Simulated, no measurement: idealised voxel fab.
Name of the process module below: voxel gate over fins
Pictured: cross-section cut, 255 nm wide, on a grid of 5 nm square cells.
The cross-sections in this document take the form of a grid made of square cells. They are written out as bands, in order from top to bottom. Each band consists of one or more rows of cells. Read a band's entry like this: the first values are the height of its top and the height of its bottom in nm, and what follows is the sequence of materials from left to right, each with its width in nm. Note that "blank" is empty space, and that a single material marked "everywhere" reaches across the band from edge to edge. Height 0 is the level under which the wafer as received is all one material. The lowest band goes on downwards, as in "0 down". Width spec "30->40" -> top row of cells at first value, bottom row at second value, equal per-row change in between. Step marked "no alteration"? Then no cell in the cross-section changed in it. The list in "Closed void entries" covers empty spaces of 8 cells or more that cannot reach the top through any open way, and it gives each as width x height at distance; the distance is from the left edge, and width, height and distance are in nm. The remark found on a step's line after its settings is issued by the simulator itself and pertains to that step. overlay nm: right-of-plan distance of the mask on a masked step; negative values mean left-of-plan.
THE STEPS PLANNED FOR THE PROCESS ARE AS FOLLOWS
1,RECEIVE with material Si
2,CONFORMAL_DEP with material SiN, thk nm 5
3,DIRECTIONAL_DEP with material aC, thk nm 15
4,PATTERN with tone cover, mask id FINS, material resist, width nm 15, pitch nm 35, thk nm 35, overlay nm 0
5,DIRECTIONAL_ETCH with etch materials aC, depth nm 15
6,STRIP with etch materials resist
7,DIRECTIONAL_ETCH with etch materials SiN, depth nm 5
8,DIRECTIONAL_ETCH with etch materials Si, depth nm 30
9,STRIP with etch materials aC
10,FILL_DEP with material SiO2, thk nm 15
11,CMP with height nm 5
12,SELECTIVE_ETCH with etch materials SiO2, depth nm 15
13,STRIP with etch materials SiN
14,CONFORMAL_DEP with material HfO2, thk nm 5
15,CONFORMAL_DEP with material TiN, thk nm 5
16,CONFORMAL_DEP with material TiAl, thk nm 5
17,CONFORMAL_DEP with material TiN, thk nm 5
18,FILL_DEP with material W, thk nm 15
19,CMP with height nm 30
20,CONFORMAL_DEP with material SiN, thk nm 10
CROSS-SECTION: WAFER ON ARRIVAL = AFTER STEP 1
- 0 down: Si everywhere
- Closed void entries: none
HERE'S THE CROSS-SECTION OF THE FIRST OF OUR TWO WAFERS AT THE END OF THE MODULE - IT RAN AS PLANNED
- 40 to 30: SiN everywhere
- 30 to 20: W everywhere
- 20 to 15: 45 W / 160 TiN / 50 W
- 15 to 10: 45 W / 5 TiN / 150 TiAl / 5 TiN / 50 W
- 10 to 5: 50 TiN / 5 TiAl / 140 TiN / 5 TiAl / 55 TiN
- 5 to 0: 55 TiAl / 5 TiN / 25 HfO2 / 10 TiN / 25 HfO2 / 10 TiN / 25 HfO2 / 10 TiN / 25 HfO2 / 5 TiN / 60 TiAl
- 0 to -5: 60 TiN / 5 HfO2 / 15 Si / 5 HfO2 / 10 TiN / 5 HfO2 / 15 Si / 5 HfO2 / 10 TiN / 5 HfO2 / 15 Si / 5 HfO2 / 10 TiN / 5 HfO2 / 15 Si / 5 HfO2 / 65 TiN
- -5 to -10: 65 HfO2 / 15 Si / 20 HfO2 / 15 Si / 20 HfO2 / 15 Si / 20 HfO2 / 15 Si / 70 HfO2
- -10 to -30: 65 SiO2 / 15 Si / 20 SiO2 / 15 Si / 20 SiO2 / 15 Si / 20 SiO2 / 15 Si / 70 SiO2
- -30 down: Si everywhere
- Closed void entries: none
WAFER TWO CROSS-SECTION, MODULE END. START AND PLAN UNCHANGED FROM WAFER ONE; ONE MISTAKE MADE DURING THE RUN
- 40 to 30: TiAl everywhere
- 30 to 20: W everywhere
- 20 to 15: 45 W / 160 TiN / 50 W
- 15 to 10: 45 W / 5 TiN / 150 TiAl / 5 TiN / 50 W
- 10 to 5: 50 TiN / 5 TiAl / 140 TiN / 5 TiAl / 55 TiN
- 5 to 0: 55 TiAl / 5 TiN / 25 HfO2 / 10 TiN / 25 HfO2 / 10 TiN / 25 HfO2 / 10 TiN / 25 HfO2 / 5 TiN / 60 TiAl
- 0 to -5: 60 TiN / 5 HfO2 / 15 Si / 5 HfO2 / 10 TiN / 5 HfO2 / 15 Si / 5 HfO2 / 10 TiN / 5 HfO2 / 15 Si / 5 HfO2 / 10 TiN / 5 HfO2 / 15 Si / 5 HfO2 / 65 TiN
- -5 to -10: 65 HfO2 / 15 Si / 20 HfO2 / 15 Si / 20 HfO2 / 15 Si / 20 HfO2 / 15 Si / 70 HfO2
- -10 to -30: 65 SiO2 / 15 Si / 20 SiO2 / 15 Si / 20 SiO2 / 15 Si / 20 SiO2 / 15 Si / 70 SiO2
- -30 down: Si everywhere
- Closed void entries: none
What went wrong in running the wafer? step 20 went in with a setting other than planned; the actual run was CONFORMAL_DEP with material TiAl, thk nm 10
Looking at both finished wafers in cells, the second ends up ahead of or behind the first on some materials: SiN: 102 fewer | TiAl: 102 more
